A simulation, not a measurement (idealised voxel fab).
process module | voxel double patterning
cross-section cut | 295 nm wide | cells 5 nm
A cross-section is a grid of square cells, given in bands from the top down. A band is one or more rows of cells.
Each band's line starts with the height of the band's top and of its bottom, in nm. Then come its materials from left to right, each with its width in nm. One material with "throughout" fills the band from edge to edge. "air" is empty space.
Height 0 is the level under which the wafer as received is all one material. The lowest band goes on downwards, as in "0 down".
A width such as "30 to 40" changes by the same amount from each row of cells to the next, from the band's top row to its bottom row.
"no change" after a step means that no cell of the cross-section changed.
closed voids: empty space of 8 cells or more with no open way to the top, each as width x height at its distance from the left edge, in nm
after a step's settings: what the simulator itself notes on the step
overlay nm, on a step with a mask: how far to the right of its planned place the mask lay; to the left if negative
plan
1 op RECEIVE | material Si
2 op CONFORMAL_DEP | material SiN | thk nm 5
3 op DIRECTIONAL_DEP | material SiO2 | thk nm 15
4 op DIRECTIONAL_DEP | material SiCN | thk nm 10
5 op MASKED_ETCH | tone open | mask id FIRST | width nm 15 | pitch nm 50 | etch materials SiCN | depth nm 10 | overlay nm 0
6 op MASKED_ETCH | tone open | mask id SECOND | width nm 15 | etch materials SiCN | depth nm 10 | overlay nm 0
7 op DIRECTIONAL_ETCH | etch materials SiO2 | depth nm 15
8 op STRIP | etch materials SiCN
first wafer, as planned
as received, after step 1
  0 down: Si throughout
  closed voids: none
after step 2
  5 to 0: SiN throughout
  below 0: unchanged
after step 3
  20 to 5: SiO2 throughout
  below 5: unchanged
after step 4
  30 to 20: SiCN throughout
  below 20: unchanged
after step 5
  30 to 20: SiCN 115 | air 15 | SiCN 35 | air 15 | SiCN 115
  below 20: unchanged
after step 6
  30 to 20: SiCN 115 | air 15 | SiCN 10 | air 15 | SiCN 10 | air 15 | SiCN 115
  below 20: unchanged
after step 7
  30 to 20: SiCN 115 | air 15 | SiCN 10 | air 15 | SiCN 10 | air 15 | SiCN 115
  20 to 5: SiO2 115 | air 15 | SiO2 10 | air 15 | SiO2 10 | air 15 | SiO2 115
  below 5: unchanged
after step 8
  20 to 5: SiO2 115 | air 15 | SiO2 10 | air 15 | SiO2 10 | air 15 | SiO2 115
  below 5: unchanged
second wafer: like start, like plan, one mistake. Through step 1 it matches the first wafer
when step 2 should have ended
  15 to 0: SiN throughout
  below 0: unchanged
when step 3 should have ended
  30 to 15: SiO2 throughout
  below 15: unchanged
when step 4 should have ended
  40 to 30: SiCN throughout
  below 30: unchanged
when step 5 should have ended
  40 to 30: SiCN 115 | air 15 | SiCN 35 | air 15 | SiCN 115
  below 30: unchanged
when step 6 should have ended
  40 to 30: SiCN 115 | air 15 | SiCN 10 | air 15 | SiCN 10 | air 15 | SiCN 115
  below 30: unchanged
when step 7 should have ended
  40 to 30: SiCN 115 | air 15 | SiCN 10 | air 15 | SiCN 10 | air 15 | SiCN 115
  30 to 15: SiO2 115 | air 15 | SiO2 10 | air 15 | SiO2 10 | air 15 | SiO2 115
  below 15: unchanged
when step 8 should have ended
  30 to 15: SiO2 115 | air 15 | SiO2 10 | air 15 | SiO2 10 | air 15 | SiO2 115
  below 15: unchanged
what went wrong: step 2 ran as: op CONFORMAL_DEP | material SiN | thk nm 15
at the end the second wafer has, in cells: 118 more of SiN
